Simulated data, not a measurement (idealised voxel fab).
process module | voxel transistor to metal
cross-section cut | 195 nm wide | cells 5 nm
A cross-section is a grid of square cells, given in bands from the top down. A band is one or more rows of cells.
Each band's line starts with the height of the band's top and of its bottom, in nm. Then come its materials from left to right, each with its width in nm. One material with "throughout" fills the band from edge to edge. "air" is empty space.
Height 0 is the level under which the wafer as received is all one material. The lowest band goes on downwards, as in "0 down".
A width such as "30 to 40" changes by the same amount from each row of cells to the next, from the band's top row to its bottom row.
"no change" after a step means that no cell of the cross-section changed.
closed voids: empty space of 8 cells or more with no open way to the top, each as width x height at its distance from the left edge, in nm
after a step's settings: what the simulator itself notes on the step
overlay nm, on a step with a mask: how far to the right of its planned place the mask lay; to the left if negative
plan
1 op RECEIVE | material Si
2 op CONFORMAL_DEP | material SiO2 | thk nm 5
3 op CONFORMAL_DEP | material SiN | thk nm 10
4 op MASKED_ETCH | tone cover | mask id ACTIVE | width nm 125 | etch materials SiN | depth nm 10 | overlay nm 0
5 op MASKED_ETCH | tone cover | mask id ACTIVE | width nm 125 | etch materials SiO2 | depth nm 5 | overlay nm 0
6 op MASKED_ETCH | tone cover | mask id ACTIVE | width nm 125 | etch materials Si | depth nm 25 | overlay nm 0
7 op FILL_DEP | material SiO2 | thk nm 5
8 op CMP | height nm 15
9 op SELECTIVE_ETCH | etch materials SiO2 | depth nm 10
10 op STRIP | etch materials SiN
11 op SELECTIVE_ETCH | etch materials SiO2 | depth nm 5
12 op OXIDIZE | depth nm 5
13 op DIRECTIONAL_DEP | material polySi | thk nm 25
14 op DIRECTIONAL_DEP | material SiCN | thk nm 10
15 op PATTERN | tone cover | mask id GATE | material resist | width nm 25 | thk nm 15 | overlay nm 0
16 op DIRECTIONAL_ETCH | etch materials SiCN | depth nm 20
17 op DIRECTIONAL_ETCH | etch materials polySi | depth nm 35
18 op STRIP | etch materials resist
19 op CONFORMAL_DEP | material SiN | thk nm 10
20 op DIRECTIONAL_ETCH | etch materials SiN | depth nm 10
21 op DIRECTIONAL_ETCH | etch materials SiO2 | depth nm 5
22 op DIRECTIONAL_ETCH | etch materials Si | depth nm 5
23 op EPI | material SiGe | thk nm 10
24 op FILL_DEP | material SiO2 | thk nm 10
25 op CMP | height nm 35
26 op DIRECTIONAL_DEP | material SiO2 | thk nm 15
27 op DIRECTIONAL_DEP | material aC | thk nm 15
28 op PATTERN | tone open | mask id CONTACT | material resist | width nm 35 | pitch nm 70 | thk nm 30 | overlay nm 0
29 op DIRECTIONAL_ETCH | etch materials aC | depth nm 15
30 op STRIP | etch materials resist
31 op DIRECTIONAL_ETCH | etch materials SiO2 | depth nm 50
32 op STRIP | etch materials aC
33 op CONFORMAL_DEP | material TiN | thk nm 5
34 op FILL_DEP | material Ru | thk nm 10
35 op CMP | height nm 50
36 op CONFORMAL_DEP | material SiCN | thk nm 5
37 op DIRECTIONAL_DEP | material lowk | thk nm 20
38 op MASKED_ETCH | tone open | mask id METAL_1 | width nm 20 | pitch nm 85 | etch materials lowk | depth nm 20 | overlay nm 0
39 op MASKED_ETCH | tone open | mask id METAL_1 | width nm 20 | pitch nm 85 | etch materials SiCN | depth nm 5 | overlay nm 0
40 op CONFORMAL_DEP | material TiN | thk nm 5
41 op FILL_DEP | material W | thk nm 5
42 op CMP | height nm 75
43 op CONFORMAL_DEP | material SiCN | thk nm 5
44 op DIRECTIONAL_DEP | material SiO2 | thk nm 30
45 op PATTERN | tone open | mask id METAL_2 | material resist | width nm 20 | pitch nm 85 | thk nm 15 | overlay nm 0
46 op DIRECTIONAL_ETCH | etch materials SiO2 | depth nm 20
47 op STRIP | etch materials resist
48 op MASKED_ETCH | tone open | mask id METAL_2_HOLES | width nm 15 | pitch nm 85 | etch materials SiO2 | depth nm 10 | overlay nm 0
49 op MASKED_ETCH | tone open | mask id METAL_2_HOLES | width nm 15 | pitch nm 85 | etch materials SiCN | depth nm 5 | overlay nm 0
50 op CONFORMAL_DEP | material TiN | thk nm 5
51 op FILL_DEP | material Cu | thk nm 10
52 op CMP | height nm 110
53 op CONFORMAL_DEP | material SiN | thk nm 5
as received, after step 1
  0 down: Si throughout
  closed voids: none
first wafer at the end, as planned
  115 to 110: SiN throughout
  110 to 95: SiO2 45 | TiN 5 | Cu 10 | TiN 5 | SiO2 65 | TiN 5 | Cu 10 | TiN 5 | SiO2 45
  95 to 90: SiO2 45 | TiN 5 | Cu 5 | TiN 10 | SiO2 65 | TiN 5 | Cu 5 | TiN 10 | SiO2 45
  90 to 80: SiO2 45 | TiN 5 | Cu 5 | TiN 5 | SiO2 70 | TiN 5 | Cu 5 | TiN 5 | SiO2 50
  80 to 75: SiCN 45 | TiN 15 | SiCN 70 | TiN 15 | SiCN 50
  75 to 55: lowk 45 | TiN 5 | W 10 | TiN 5 | lowk 65 | TiN 5 | W 10 | TiN 5 | lowk 45
  55 to 50: SiCN 45 | TiN 20 | SiCN 65 | TiN 20 | SiCN 45
  50 to 40: SiO2 45 | TiN 5 | Ru 25 | TiN 5 | SiO2 35 | TiN 5 | Ru 25 | TiN 5 | SiO2 45
  40 to 35: SiO2 45 | TiN 5 | Ru 20 | TiN 10 | SiO2 35 | TiN 10 | Ru 20 | TiN 5 | SiO2 45
  35 to 25: SiO2 45 | TiN 5 | Ru 20 | TiN 5 | SiN 10 | SiCN 25 | SiN 10 | TiN 5 | Ru 20 | TiN 5 | SiO2 45
  25 to 10: SiO2 45 | TiN 5 | Ru 20 | TiN 5 | SiN 10 | polySi 25 | SiN 10 | TiN 5 | Ru 20 | TiN 5 | SiO2 45
  10 to 5: SiO2 45 | TiN 5 | Ru 10 | TiN 15 | SiN 10 | polySi 25 | SiN 10 | TiN 15 | Ru 10 | TiN 5 | SiO2 45
  5 to 0: SiO2 45 | TiN 20 | SiGe 10 | SiN 10 | polySi 25 | SiN 10 | SiGe 10 | TiN 20 | SiO2 45
  0 to -5: SiO2 30 | SiGe 45 | SiO2 45 | SiGe 45 | SiO2 30
  -5 to -10: SiO2 35 | SiGe 40 | Si 45 | SiGe 40 | SiO2 35
  -10 to -25: SiO2 35 | Si 125 | SiO2 35
  -25 down: Si throughout
  closed voids: none
second wafer at the end: like start, like plan, one mistake
  115 to 110: SiN throughout
  110 to 95: SiO2 45 | TiN 5 | Cu 10 | TiN 5 | SiO2 65 | TiN 5 | Cu 10 | TiN 5 | SiO2 45
  95 to 90: SiO2 45 | TiN 5 | Cu 5 | TiN 10 | SiO2 65 | TiN 5 | Cu 5 | TiN 10 | SiO2 45
  90 to 80: SiO2 45 | TiN 5 | Cu 5 | TiN 5 | SiO2 70 | TiN 5 | Cu 5 | TiN 5 | SiO2 50
  80 to 75: SiCN 45 | TiN 15 | SiCN 70 | TiN 15 | SiCN 50
  75 to 55: lowk 45 | TiN 5 | W 10 | TiN 5 | lowk 65 | TiN 5 | W 10 | TiN 5 | lowk 45
  55 to 50: SiCN 45 | TiN 20 | SiCN 65 | TiN 20 | SiCN 45
  50 to 40: SiO2 45 | TiN 5 | Ru 25 | TiN 5 | SiO2 35 | TiN 5 | Ru 25 | TiN 5 | SiO2 45
  40 to 35: SiO2 45 | TiN 5 | Ru 10 | TiN 20 | SiO2 35 | TiN 5 | Ru 25 | TiN 5 | SiO2 45
  35 to 25: SiO2 45 | TiN 5 | Ru 10 | TiN 5 | SiN 10 | SiCN 25 | SiN 10 | SiO2 5 | TiN 5 | Ru 25 | TiN 5 | SiO2 45
  25 to 10: SiO2 45 | TiN 5 | Ru 10 | TiN 5 | SiN 10 | polySi 25 | SiN 10 | SiO2 5 | TiN 5 | Ru 25 | TiN 5 | SiO2 45
  10 to 5: SiO2 45 | TiN 20 | SiN 10 | polySi 25 | SiN 10 | SiO2 5 | TiN 10 | Ru 20 | TiN 5 | SiO2 45
  5 to 0: SiO2 45 | TiN 10 | SiGe 10 | SiN 10 | polySi 25 | SiN 10 | SiGe 10 | TiN 30 | SiO2 45
  0 to -5: SiO2 30 | SiGe 35 | SiO2 45 | SiGe 55 | SiO2 30
  -5 to -10: SiO2 35 | SiGe 30 | Si 45 | SiGe 50 | SiO2 35
  -10 to -25: SiO2 35 | Si 125 | SiO2 35
  -25 down: Si throughout
  closed voids: none
what went wrong: step 15 ran as: op PATTERN | tone cover | mask id GATE | material resist | width nm 25 | thk nm 15 | overlay nm -10
at the end the second wafer has, in cells: 6 fewer of Ru | 6 more of SiO2
